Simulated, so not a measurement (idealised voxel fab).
This section sets out a process module, namely voxel wiring stack.
cross-section cut | 235 nm wide | cells 5 nm
Cross-section format: a grid of square cells, given as bands from top to bottom; each band is one or more rows of cells. Per band: top height and bottom height in nm, followed by the left-to-right materials and their widths in nm; "full width" marks a single material spanning edge to edge, "empty" marks empty space. Heights are reckoned from 0. Under this level, the received wafer is all of one material. The bottommost band is open-ended downward, for example "0 -> down". A width such as "30->40" changes by the same amount from each row of cells to the next, from the band's top row to its bottom row. Key: "nothing changed" - step with no changed cell in the cross-section. Look at "Closed empty spaces" for the closed voids: empty spaces with no open path to the top, sized 8 cells or up. Each is width x height at distance, distance from the left edge, all nm. If you see something after the settings on a step's line, that's the simulator's own remark about that step. What "overlay nm" on a step's line means: if the step has a mask, that mask lay this far to the right of its planned place, or, when the value is negative, to the left.
SET OUT BELOW ARE THE PLANNED STEPS OF THE PROCESS
1. RECEIVE | material Si
2. CONFORMAL_DEP | material SiO2 | thk nm 15
3. DIRECTIONAL_DEP | material TiN | thk nm 5
4. DIRECTIONAL_DEP | material W | thk nm 20
5. DIRECTIONAL_DEP | material aC | thk nm 15
6. PATTERN | tone cover | mask id METAL_1 | material resist | width nm 30 | pitch nm 60 | thk nm 30 | overlay nm 0
7. DIRECTIONAL_ETCH | etch materials aC | depth nm 15
8. STRIP | etch materials resist
9. DIRECTIONAL_ETCH | etch materials W | depth nm 20
10. DIRECTIONAL_ETCH | etch materials TiN | depth nm 5
11. STRIP | etch materials aC
12. CONFORMAL_DEP | material SiCN | thk nm 5
13. FILL_DEP | material lowk | thk nm 10
14. CMP | height nm 40
15. CONFORMAL_DEP | material SiCN | thk nm 5
16. DIRECTIONAL_DEP | material SiO2 | thk nm 10
17. MASKED_ETCH | tone open | mask id PLUG_1 | width nm 15 | pitch nm 120 | etch materials SiO2 | depth nm 20 | overlay nm 0
18. MASKED_ETCH | tone open | mask id PLUG_1 | width nm 15 | pitch nm 120 | etch materials SiCN | depth nm 5 | overlay nm 0
19. CONFORMAL_DEP | material TiN | thk nm 5
20. FILL_DEP | material W | thk nm 5
21. CMP | height nm 65
22. CONFORMAL_DEP | material SiCN | thk nm 5
23. DIRECTIONAL_DEP | material SiO2 | thk nm 15
24. PATTERN | tone open | mask id METAL_2 | material resist | width nm 30 | pitch nm 60 | thk nm 20 | overlay nm 0
25. DIRECTIONAL_ETCH | etch materials SiO2 | depth nm 15
26. DIRECTIONAL_ETCH | etch materials SiCN | depth nm 5
27. STRIP | etch materials resist
28. CONFORMAL_DEP | material TiN | thk nm 5
29. FILL_DEP | material W | thk nm 5
30. CMP | height nm 85
31. CONFORMAL_DEP | material SiCN | thk nm 5
32. DIRECTIONAL_DEP | material SiO2 | thk nm 10
33. MASKED_ETCH | tone open | mask id PLUG_2 | width nm 15 | pitch nm 60 | etch materials SiO2 | depth nm 10 | overlay nm 0
34. MASKED_ETCH | tone open | mask id PLUG_2 | width nm 15 | pitch nm 60 | etch materials SiCN | depth nm 5 | overlay nm 0
35. CONFORMAL_DEP | material TiN | thk nm 5
36. FILL_DEP | material W | thk nm 5
37. CMP | height nm 100
38. DIRECTIONAL_DEP | material TiN | thk nm 5
39. DIRECTIONAL_DEP | material Ru | thk nm 25
40. MASKED_ETCH | tone cover | mask id METAL_3 | width nm 30 | pitch nm 60 | etch materials Ru | depth nm 25 | overlay nm 0
41. MASKED_ETCH | tone cover | mask id METAL_3 | width nm 30 | pitch nm 60 | etch materials TiN | depth nm 5 | overlay nm 0
42. CONFORMAL_DEP | material SiN | thk nm 5
43. FILL_DEP | material lowk | thk nm 5
44. CMP | height nm 130
45. CONFORMAL_DEP | material SiCN | thk nm 5
Wafers differ in thk nm at step 16; plan lists the first wafer's value; identical starting state.
FIRST WAFER OF SEVERAL, AS RECEIVED: CROSS-SECTION AFTER STEP 1
> 0 -> down = Si full width
> Closed empty spaces: none
END OF MODULE: CROSS-SECTION OF THE FIRST OF SEVERAL WAFERS AFTER STEP 45, THE LAST STEP
> 135 -> 130 = SiCN full width
> 130 -> 105 = lowk (35) | SiN (5) | Ru (30) | SiN (5) | lowk (20) | SiN (5) | Ru (30) | SiN (5) | lowk (20) | SiN (5) | Ru (30) | SiN (5) | lowk (40)
> 105 -> 100 = SiN (40) | TiN (30) | SiN (30) | TiN (30) | SiN (30) | TiN (30) | SiN (45)
> 100 -> 90 = SiO2 (40) | TiN (5) | W (5) | TiN (5) | SiO2 (45) | TiN (5) | W (5) | TiN (5) | SiO2 (45) | TiN (5) | W (5) | TiN (5) | SiO2 (60)
> 90 -> 85 = SiCN (40) | TiN (15) | SiCN (45) | TiN (15) | SiCN (45) | TiN (15) | SiCN (60)
> 85 -> 70 = SiO2 (40) | TiN (5) | W (20) | TiN (5) | SiO2 (30) | TiN (5) | W (20) | TiN (5) | SiO2 (30) | TiN (5) | W (20) | TiN (5) | SiO2 (45)
> 70 -> 65 = SiCN (40) | TiN (30) | SiCN (30) | TiN (30) | SiCN (30) | TiN (30) | SiCN (45)
> 65 -> 60 = W full width
> 60 -> 55 = TiN (45) | W (5) | TiN (115) | W (5) | TiN (65)
> 55 -> 45 = SiO2 (40) | TiN (5) | W (5) | TiN (5) | SiO2 (105) | TiN (5) | W (5) | TiN (5) | SiO2 (60)
> 45 -> 40 = SiCN (40) | TiN (15) | SiCN (105) | TiN (15) | SiCN (60)
> 40 -> 20 = lowk (35) | SiCN (5) | W (30) | SiCN (5) | lowk (20) | SiCN (5) | W (30) | SiCN (5) | lowk (20) | SiCN (5) | W (30) | SiCN (5) | lowk (40)
> 20 -> 15 = SiCN (40) | TiN (30) | SiCN (30) | TiN (30) | SiCN (30) | TiN (30) | SiCN (45)
> 15 -> 0 = SiO2 full width
> 0 -> down = Si full width
> Closed empty spaces: none
LAST-WAFER CROSS-SECTION AT THE END OF THE MODULE
> 135 -> 130 = SiCN full width
> 130 -> 105 = lowk (35) | SiN (5) | Ru (30) | SiN (5) | lowk (20) | SiN (5) | Ru (30) | SiN (5) | lowk (20) | SiN (5) | Ru (30) | SiN (5) | lowk (40)
> 105 -> 100 = SiN (40) | TiN (30) | SiN (30) | TiN (30) | SiN (30) | TiN (30) | SiN (45)
> 100 -> 90 = SiO2 (40) | TiN (5) | W (5) | TiN (5) | SiO2 (45) | TiN (5) | W (5) | TiN (5) | SiO2 (45) | TiN (5) | W (5) | TiN (5) | SiO2 (60)
> 90 -> 85 = SiCN (40) | TiN (15) | SiCN (45) | TiN (15) | SiCN (45) | TiN (15) | SiCN (60)
> 85 -> 70 = SiO2 (40) | TiN (5) | W (20) | TiN (5) | SiO2 (30) | TiN (5) | W (20) | TiN (5) | SiO2 (30) | TiN (5) | W (20) | TiN (5) | SiO2 (45)
> 70 -> 65 = SiCN (40) | TiN (30) | SiCN (30) | TiN (30) | SiCN (30) | TiN (30) | SiCN (45)
> 65 -> 60 = SiO2 (40) | TiN (15) | SiO2 (105) | TiN (15) | SiO2 (60)
> 60 -> 45 = SiO2 full width
> 45 -> 40 = SiCN full width
> 40 -> 20 = lowk (35) | SiCN (5) | W (30) | SiCN (5) | lowk (20) | SiCN (5) | W (30) | SiCN (5) | lowk (20) | SiCN (5) | W (30) | SiCN (5) | lowk (40)
> 20 -> 15 = SiCN (40) | TiN (30) | SiCN (30) | TiN (30) | SiCN (30) | TiN (30) | SiCN (45)
> 15 -> 0 = SiO2 full width
> 0 -> down = Si full width
> Closed empty spaces: none
WHERE EACH WAFER STANDS AT THE END OF THE MODULE, A ROW APIECE: CELLS OF EACH MATERIAL GAINED (+) OR LOST (-) SINCE IT WAS RECEIVED, THEN CLOSED VOIDS
thk nm 10; +90 Ru; +208 SiCN; +59 SiN; +386 SiO2; +152 TiN; +167 W; +207 lowk; Closed empty spaces: none
thk nm 15; +90 Ru; +208 SiCN; +59 SiN; +427 SiO2; +156 TiN; +122 W; +207 lowk; Closed empty spaces: none
thk nm 20; +90 Ru; +208 SiCN; +59 SiN; +468 SiO2; +115 TiN; +122 W; +207 lowk; Closed empty spaces: none
thk nm 25; +90 Ru; +214 SiCN; +59 SiN; +474 SiO2; +107 TiN; +118 W; +207 lowk; Closed empty spaces: none
thk nm 30; +90 Ru; +214 SiCN; +59 SiN; +480 SiO2; +103 TiN; +116 W; +207 lowk; Closed empty spaces: none
thk nm 35; +90 Ru; +214 SiCN; +59 SiN; +486 SiO2; +99 TiN; +114 W; +207 lowk; Closed empty spaces: none
